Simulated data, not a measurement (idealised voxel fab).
Herein follows the process module entitled voxel released beams.
Pictured: cross-section cut, 180 nm wide, on a grid of 5 nm square cells.
Notation: cross-section as square-cell grid; stated in bands, top first, going down; one or more cell rows per band.
The band entry comprises the height of the band's top followed by the height of its bottom, expressed in nm, and subsequently the band's materials from left to right, each stated together with its width in nm. Where a single material is marked with the word "edge to edge", that material fills the band from edge to edge. The word "air" represents empty space.
The level at which height equals 0 is the one under which the wafer, as it arrives, is entirely one material. No lower edge exists for the bottom band, which continues downward and is notated as in "0 and below".
With a width like "30->40", each row of cells in the band differs from the next by the same amount, the top row carrying the first number and the bottom row the second.
Where a step carries "no modification", the cross-section came out of it unchanged, cell for cell.
The entry "Trapped cavities" lists the empty spaces that cover at least 8 cells and have no open path to the top. Each is written as width x height at distance, where the distance is measured from the left edge and all three values are in nm.
Heads up: the bit after the settings on a step's line is the simulator's remark on that step.
Regarding "overlay nm": on a step with a mask, it is the distance the mask lay to the right of its planned place; a negative value places it to the left.

### Below is the list of planned process steps
| 1 | RECEIVE: material Si |
| 2 | CONFORMAL_DEP: material SiN, thk nm 5 |
| 3 | DIRECTIONAL_DEP: material SiO2, thk nm 10 |
| 4 | MASKED_ETCH: tone open, mask id ANCHOR, width nm 35, etch materials SiO2, depth nm 10, overlay nm 0 |
| 5 | CONFORMAL_DEP: material TiN, thk nm 10 |
| 6 | MASKED_ETCH: tone cover, mask id BEAM, width nm 80, etch materials TiN, depth nm 10, overlay nm 0 |
| 7 | STRIP: etch materials SiO2 |

### Delivered wafer in cross-section: state after step 1
> 0 and below = Si edge to edge
> Trapped cavities: none

### Here's the cross-section of the first of our two wafers at the end of the module - it ran as planned
> 25 down to 15 = 45 air, then 15 TiN, then 15 air, then 50 TiN, then 55 air
> 15 down to 5 = 50 air, then 35 TiN, then 95 air
> 5 down to 0 = SiN edge to edge
> 0 and below = Si edge to edge
> Trapped cavities: none

### So this is wafer number two of the two, cut at the end of the module - it started where the first did and had the same plan, we just got one thing wrong running it
> 25 down to 15 = 45 air, then 50 TiN, then 85 air
> 15 down to 5 = 40 air, then 10 TiN, then 35 SiO2, then 40 TiN, then 55 air
> 5 down to 0 = SiN edge to edge
> 0 and below = Si edge to edge
> Trapped cavities: none
Here's what went sideways: it should be noted that step 4 was executed with settings other than those planned, the operation and settings actually applied being MASKED_ETCH: tone cover, mask id ANCHOR, width nm 35, etch materials SiO2, depth nm 10, overlay nm 0
End of process, cell counts, second wafer against first, materials with more or fewer: SiO2 +14
